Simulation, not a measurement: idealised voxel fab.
The name of this process module is voxel trench capacitor.
cross-section cut | 275 nm wide | cells 5 nm
In what follows, cross-sections appear as grids of square cells, described through bands that run from the top down, where every band is one or more rows of cells.
Look at the band entry: it leads with the top's height and the bottom's height in nm. Then it lists the materials left to right, with a width in nm for each. The word "edge to edge" on a single material says that material fills the band edge to edge. The word "air" is empty space.
Zero point of the height axis is 0; under it, received wafer = one material. Lowest band: continues down indefinitely, "from 0 down".
Top row gets the first number, bottom row gets the second, and each row in between changes by the same step: that is how a band width like "30->40" works.
"stayed the same" -> step changed no cross-section cell.
"Voids, enclosed" contains a list of empty spaces, each no smaller than 8 cells and without an open way to the top, written in the form width x height at distance with the distance from the left edge and all three in nm.
Text after the settings on a step's line: the simulator's own remark on that step.
Regarding "overlay nm": on a step with a mask, it is the distance the mask lay to the right of its planned place; a negative value places it to the left.
# plan
1 RECEIVE [material Si]
2 CONFORMAL_DEP [material SiN] [thk nm 10]
3 PATTERN [tone open] [mask id TRENCH] [material resist] [width nm 20] [pitch nm 50] [thk nm 15] [overlay nm 0]
4 DIRECTIONAL_ETCH [etch materials SiN] [depth nm 10]
5 DIRECTIONAL_ETCH [etch materials Si] [depth nm 20]
6 STRIP [etch materials resist]
7 CONFORMAL_DEP [material Al2O3] [thk nm 5]
8 FILL_DEP [material polySi] [thk nm 10]
9 CMP [height nm 10]
Variable across wafers: step 5 depth nm (plan value is that of the first wafer; starting state common to all).
# first wafer as received, after step 1
    from 0 down = Si edge to edge
    Voids, enclosed: none
# First of several wafers: cross-section at the end of the module, after step 9, its last step
    from 10 to 0 = SiN: 100 / Al2O3: 5 / polySi: 10 / Al2O3: 5 / SiN: 30 / Al2O3: 5 / polySi: 10 / Al2O3: 5 / SiN: 105
    from 0 to -15 = Si: 100 / Al2O3: 5 / polySi: 10 / Al2O3: 5 / Si: 30 / Al2O3: 5 / polySi: 10 / Al2O3: 5 / Si: 105
    from -15 to -20 = Si: 100 / Al2O3: 20 / Si: 30 / Al2O3: 20 / Si: 105
    from -20 down = Si edge to edge
    Voids, enclosed: none
# Cross-sectional depiction of the last of several wafers upon completion of the module
    from 10 to 0 = SiN: 100 / Al2O3: 5 / polySi: 10 / Al2O3: 5 / SiN: 30 / Al2O3: 5 / polySi: 10 / Al2O3: 5 / SiN: 105
    from 0 to -40 = Si: 100 / Al2O3: 5 / polySi: 10 / Al2O3: 5 / Si: 30 / Al2O3: 5 / polySi: 10 / Al2O3: 5 / Si: 105
    from -40 to -45 = Si: 100 / Al2O3: 20 / Si: 30 / Al2O3: 20 / Si: 105
    from -45 down = Si edge to edge
    Voids, enclosed: none
# Wafer rows, end of module: cells per material gained (+) or lost (-) since receipt; closed voids last
depth nm 20, +28 Al2O3, -32 Si, +94 SiN, +20 polySi, Voids, enclosed: none
depth nm 25, +32 Al2O3, -40 Si, +94 SiN, +24 polySi, Voids, enclosed: none
depth nm 30, +36 Al2O3, -48 Si, +94 SiN, +28 polySi, Voids, enclosed: none
depth nm 35, +40 Al2O3, -56 Si, +94 SiN, +32 polySi, Voids, enclosed: none
depth nm 40, +44 Al2O3, -64 Si, +94 SiN, +36 polySi, Voids, enclosed: none
depth nm 45, +48 Al2O3, -72 Si, +94 SiN, +40 polySi, Voids, enclosed: none
